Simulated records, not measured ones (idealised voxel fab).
Proc. module: voxel self aligned vias
It is cross-section cut that appears here, measuring 190 nm in width, its square cells being 5 nm in size.
We lay out every cross-section as a grid of square cells and spell it out in bands from the top down, where one band means one or more rows of cells.
Basically the band line says how high the top is and how high the bottom is, in nm, and then what's in it from left to right, every material with its width in nm. Empty space shows up as "blank", and if a single material carries "edge to edge" it runs the full band edge to edge.
For the purposes of this specification, 0 denotes the height below which the wafer in its as-received condition is composed wholly of one material, and the lowermost band, lacking a lower limit, extends downward without end, as expressed in "z 0 and below".
Width "30..40": first value at the band's top row of cells, second value at its bottom row, equal change from row to row.
"remained unchanged" means the step left every cell of the cross-section as it was.
Reported under the label "Trapped cavities" are the empty spaces having no open way to the top and comprising 8 cells or more; the notation for each is width x height at distance, in which the distance is measured from the left edge and all three values are in nm.
Note: text after step settings on the step line = simulator remark on that step.
Each step line may optionally specify "overlay nm", which for a step with a mask gives the rightward distance between the mask's planned place and where it lay, a negative value indicating the leftward direction.
### Steps planned for the process
1: RECEIVE,material Si
2: CONFORMAL_DEP,material SiO2,thk nm 10
3: CONFORMAL_DEP,material SiCN,thk nm 5
4: DIRECTIONAL_DEP,material lowk,thk nm 20
5: PATTERN,tone open,mask id LINES,material resist,width nm 20,pitch nm 55,thk nm 20,overlay nm 0
6: DIRECTIONAL_ETCH,etch materials lowk,depth nm 20
7: STRIP,etch materials resist
8: CONFORMAL_DEP,material TiN,thk nm 5
9: FILL_DEP,material W,thk nm 10
10: CMP,height nm 35
11: SELECTIVE_ETCH,etch materials W Ru TiN,depth nm 10
12: FILL_DEP,material SiN,thk nm 10
13: CMP,height nm 35
14: DIRECTIONAL_DEP,material lowk,thk nm 15
15: DIRECTIONAL_DEP,material aC,thk nm 15
16: PATTERN,tone open,mask id VIAS,material resist,width nm 30,pitch nm 55,thk nm 30,overlay nm 0
17: DIRECTIONAL_ETCH,etch materials aC,depth nm 15
18: STRIP,etch materials resist
19: DIRECTIONAL_ETCH,etch materials lowk,depth nm 15
20: DIRECTIONAL_ETCH,etch materials SiN,depth nm 10
21: STRIP,etch materials aC
22: CONFORMAL_DEP,material TiN,thk nm 5
23: FILL_DEP,material W,thk nm 10
24: CMP,height nm 50
25: CONFORMAL_DEP,material SiCN,thk nm 5
### Cross-sectional view of the wafer in its as-received condition, corresponding to the state after step 1
    z 0 and below | Si edge to edge
    Trapped cavities: none
### First wafer of two, sectioned at end of module; run went per plan
    z 55 to 50 | SiCN edge to edge
    z 50 to 40 | 25 nm lowk  5 nm TiN  20 nm W  5 nm TiN  25 nm lowk  5 nm TiN  20 nm W  5 nm TiN  25 nm lowk  5 nm TiN  20 nm W  5 nm TiN  25 nm lowk
    z 40 to 30 | 25..30 nm lowk  10..5 nm TiN  10 nm W  10..5 nm TiN  25..35 nm lowk  10..5 nm TiN  10 nm W  10..5 nm TiN  25..35 nm lowk  10..5 nm TiN  10 nm W  10..5 nm TiN  25..30 nm lowk
    z 30 to 25 | 30 nm lowk  20 nm TiN  35 nm lowk  20 nm TiN  35 nm lowk  20 nm TiN  30 nm lowk
    z 25 to 20 | 30 nm lowk  5 nm TiN  10 nm W  5 nm TiN  35 nm lowk  5 nm TiN  10 nm W  5 nm TiN  35 nm lowk  5 nm TiN  10 nm W  5 nm TiN  30 nm lowk
    z 20 to 15 | 30 nm lowk  20 nm TiN  35 nm lowk  20 nm TiN  35 nm lowk  20 nm TiN  30 nm lowk
    z 15 to 10 | SiCN edge to edge
    z 10 to 0 | SiO2 edge to edge
    z 0 and below | Si edge to edge
    Trapped cavities: none
### End of module, second wafer, cross-section. Started like the first, planned like the first, run with one mistake
    z 55 to 50 | SiCN edge to edge
    z 50 to 40 | 25 nm lowk  5 nm TiN  25 nm W  5 nm TiN  20 nm lowk  5 nm TiN  25 nm W  5 nm TiN  20 nm lowk  5 nm TiN  25 nm W  5 nm TiN  20 nm lowk
    z 40 to 30 | 25..30 nm lowk  10..5 nm TiN  10 nm W  15..5 nm TiN  20..35 nm lowk  10..5 nm TiN  10 nm W  15..5 nm TiN  20..35 nm lowk  10..5 nm TiN  10 nm W  15..5 nm TiN  20..30 nm lowk
    z 30 to 25 | 30 nm lowk  20 nm TiN  35 nm lowk  20 nm TiN  35 nm lowk  20 nm TiN  30 nm lowk
    z 25 to 20 | 30 nm lowk  5 nm TiN  10 nm W  5 nm TiN  35 nm lowk  5 nm TiN  10 nm W  5 nm TiN  35 nm lowk  5 nm TiN  10 nm W  5 nm TiN  30 nm lowk
    z 20 to 15 | 30 nm lowk  20 nm TiN  35 nm lowk  20 nm TiN  35 nm lowk  20 nm TiN  30 nm lowk
    z 15 to 10 | SiCN edge to edge
    z 10 to 0 | SiO2 edge to edge
    z 0 and below | Si edge to edge
    Trapped cavities: none
Finding, execution versus plan: step 16 did not happen as planned, as run it was PATTERN,tone open,mask id VIAS,material resist,width nm 35,pitch nm 55,thk nm 30,overlay nm 0
Bottom line after processing is that, in cells, the second wafer is up or down on some materials versus the first: 3 more of TiN | 6 more of W | 9 fewer of lowk
